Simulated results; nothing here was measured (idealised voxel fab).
This section sets out a process module, namely voxel ribs on slabs.
Square cell edge 5 nm, section width 155 nm, ID cut.
Cross-section = grid of square cells, listed top down in bands; band = one or more rows. Each band's line starts with the height of the band's top and of its bottom, in nm. Then come its materials from left to right, each with its width in nm. One material with "all across" fills the band from edge to edge. "air" is empty space. Basically, 0 is our baseline, since under it the wafer straight out of the box is all one material. The bottom band has no lower end and keeps on going down, so it looks like "0..down". You'd read "30->40" like this: the band's top row of cells is as wide as the first number, its bottom row is as wide as the second, and going down, every row changes width by the same amount as the row before did. It should be understood that the words "nothing was modified", when stated for a given step, signify that the cross-section underwent no change in any of its cells during that step. If an empty space has no open way to the top and is at least 8 cells in size, "Entrapped void list" lists it, written width x height at distance, where distance is measured from the left edge and every value is in nm. The remark found on a step's line after its settings is issued by the simulator itself and pertains to that step. Regarding "overlay nm": on a step with a mask, it is the distance the mask lay to the right of its planned place; a negative value places it to the left.
### The process steps that were planned are listed below
| 1 | RECEIVE | material Si |
| 2 | DIRECTIONAL_DEP | material SiO2 | thk nm 25 |
| 3 | DIRECTIONAL_DEP | material SiN | thk nm 15 |
| 4 | PATTERN | tone cover | mask id RIB | material resist | width nm 15 | thk nm 15 | overlay nm 0 |
| 5 | DIRECTIONAL_ETCH | etch materials SiN | depth nm 10 |
| 6 | STRIP | etch materials resist |
| 7 | MASKED_ETCH | tone cover | mask id SLAB | width nm 65 | etch materials SiN | depth nm 5 | overlay nm 0 |
| 8 | FILL_DEP | material SiO2 | thk nm 20 |
| 9 | CMP | height nm 55 |
| 10 | DIRECTIONAL_DEP | material W | thk nm 10 |
| 11 | MASKED_ETCH | tone cover | mask id HEATER | width nm 25 | etch materials W | depth nm 10 | overlay nm 0 |
| 12 | CONFORMAL_DEP | material SiO2 | thk nm 10 |
### Cross-section of the wafer at receipt, which is the condition after step 1
  0..down | Si all across
  Entrapped void list: none
### Cross-section, end of module. Start: as above. Plan: as above. Execution: one mistake
  75..65 | air (55), SiO2 (45), air (55)
  65..55 | SiO2 (65), W (25), SiO2 (65)
  55..40 | W all across
  40..30 | W (70), SiN (15), W (70)
  30..25 | W (45), SiN (65), W (45)
  25..0 | SiO2 all across
  0..down | Si all across
  Entrapped void list: none
Run error: rather than as planned, step 8 actually ran as FILL_DEP | material W | thk nm 20
